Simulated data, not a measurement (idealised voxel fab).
This is a process module. Its name is voxel transistor to metal.
Shown is cross-section cut, with a width of 225 nm and square cells of size 5 nm.
Format of a cross-section: grid, square cells. Given as bands. Order: top down. Band: one or more rows of cells.
Band entry format. Leading values: height of top, height of bottom, nm. Remainder: materials in left-to-right order, each with its width in nm. Special words: "throughout" on a single material, which then fills the band edge to edge; "empty", empty space.
The level at which height equals 0 is the one under which the wafer, as it arrives, is entirely one material. No lower edge exists for the bottom band, which continues downward and is notated as in "top 0, no bottom".
A width given as "30->40" starts at the first number in the band's top row and ends at the second number in its bottom row, shifting by an equal amount at every step from row to row.
Any step labelled "nothing got changed" changed none of the cells in the cross-section.
"Unvented cavities" contains a list of empty spaces, each no smaller than 8 cells and without an open way to the top, written in the form width x height at distance with the distance from the left edge and all three in nm.
Read whatever lies past the settings on a step's line as the simulator's own remark about the step.
For masked steps, "overlay nm" on the step line gives how far right of plan the mask actually lay; a minus sign means it lay to the left.
-- plan
1,RECEIVE,material Si
2,CONFORMAL_DEP,material SiO2,thk nm 5
3,CONFORMAL_DEP,material SiN,thk nm 15
4,MASKED_ETCH,tone cover,mask id ACTIVE,width nm 85,pitch nm 110,etch materials SiN,depth nm 15,overlay nm 0
5,MASKED_ETCH,tone cover,mask id ACTIVE,width nm 85,pitch nm 110,etch materials SiO2,depth nm 5,overlay nm 0
6,MASKED_ETCH,tone cover,mask id ACTIVE,width nm 85,pitch nm 110,etch materials Si,depth nm 30,overlay nm 0
7,OXIDIZE,depth nm 5
8,FILL_DEP,material SiO2,thk nm 10
9,CMP,height nm 20
10,SELECTIVE_ETCH,etch materials SiO2,depth nm 10
11,STRIP,etch materials SiN
12,SELECTIVE_ETCH,etch materials SiO2,depth nm 5
13,OXIDIZE,depth nm 5
14,DIRECTIONAL_DEP,material polySi,thk nm 25
15,DIRECTIONAL_DEP,material SiCN,thk nm 15
16,DIRECTIONAL_DEP,material aC,thk nm 10
17,PATTERN,tone cover,mask id GATE,material resist,width nm 15,pitch nm 110,thk nm 30,overlay nm 0
18,DIRECTIONAL_ETCH,etch materials aC,depth nm 10
19,STRIP,etch materials resist
20,DIRECTIONAL_ETCH,etch materials SiCN,depth nm 25
21,DIRECTIONAL_ETCH,etch materials polySi,depth nm 35
22,STRIP,etch materials aC
23,CONFORMAL_DEP,material SiN,thk nm 5
24,DIRECTIONAL_ETCH,etch materials SiN,depth nm 5
25,DIRECTIONAL_ETCH,etch materials SiO2,depth nm 5
26,DIRECTIONAL_ETCH,etch materials Si,depth nm 15
27,EPI,material pSi,thk nm 15
28,FILL_DEP,material SiO2,thk nm 10
29,CMP,height nm 40
30,DIRECTIONAL_DEP,material SiO2,thk nm 15
31,MASKED_ETCH,tone open,mask id CONTACT,width nm 15,etch materials SiO2,depth nm 60,overlay nm 0
32,CONFORMAL_DEP,material TiN,thk nm 5
33,FILL_DEP,material W,thk nm 5
34,CMP,height nm 55
35,CONFORMAL_DEP,material SiCN,thk nm 5
36,DIRECTIONAL_DEP,material SiO2,thk nm 15
37,MASKED_ETCH,tone open,mask id METAL_1,width nm 15,etch materials SiO2,depth nm 15,overlay nm 0
38,MASKED_ETCH,tone open,mask id METAL_1,width nm 15,etch materials SiCN,depth nm 5,overlay nm 0
39,CONFORMAL_DEP,material TiN,thk nm 5
40,FILL_DEP,material Ru,thk nm 10
41,CMP,height nm 75
42,CONFORMAL_DEP,material SiN,thk nm 5
-- Wafer at receipt (post step 1), cross-section
    top 0, no bottom | Si throughout
    Unvented cavities: none
-- The plan above was carried out on the starting structure above with one mistake, and this cross-section shows the wafer at the end of the module
    top 80, bottom 75 | SiN throughout
    top 75, bottom 60 | SiO2=20 / TiN=5 / Ru=5 / TiN=5 / SiO2=45 / TiN=5 / Ru=5 / TiN=5 / SiO2=35 / TiN=5 / Ru=5 / TiN=5 / SiO2=45 / TiN=5 / Ru=5 / TiN=5 / SiO2=20
    top 60, bottom 55 | SiCN=20 / TiN=15 / SiCN=45 / TiN=15 / SiCN=35 / TiN=15 / SiCN=45 / TiN=15 / SiCN=20
    top 55, bottom 40 | SiO2=20 / TiN=5 / W=5 / TiN=5 / SiO2=45 / TiN=5 / W=5 / TiN=5 / SiO2=35 / TiN=5 / W=5 / TiN=5 / SiO2=45 / TiN=5 / W=5 / TiN=5 / SiO2=20
    top 40, bottom 20 | SiO2=20 / TiN=5 / W=5 / TiN=5 / SiO2=10 / SiN=5 / SiCN=15 / SiN=5 / SiO2=10 / TiN=5 / W=5 / TiN=5 / SiO2=35 / TiN=5 / W=5 / TiN=5 / SiO2=10 / SiN=5 / SiCN=15 / SiN=5 / SiO2=10 / TiN=5 / W=5 / TiN=5 / SiO2=20
    top 20, bottom 15 | SiCN=10 / SiN=5 / SiO2=5 / TiN=15 / SiO2=10 / SiN=5 / SiCN=15 / SiN=5 / SiO2=10 / TiN=15 / SiO2=5 / SiN=5 / SiCN=15 / SiN=5 / SiO2=5 / TiN=15 / SiO2=10 / SiN=5 / SiCN=15 / SiN=5 / SiO2=10 / TiN=15 / SiO2=5 / SiN=5 / SiCN=10
    top 15, bottom 5 | SiCN throughout
    top 5, bottom 0 | SiO2=10 / SiCN=95 / SiO2=15 / SiCN=95 / SiO2=10
    top 0, bottom -5 | SiO2 throughout
    top -5, bottom -35 | SiO2=20 / Si=75 / SiO2=35 / Si=75 / SiO2=20
    top -35, no bottom | Si throughout
    Unvented cavities: none
So what did we get wrong on this run? step 14 off recipe, ran as DIRECTIONAL_DEP,material SiCN,thk nm 25
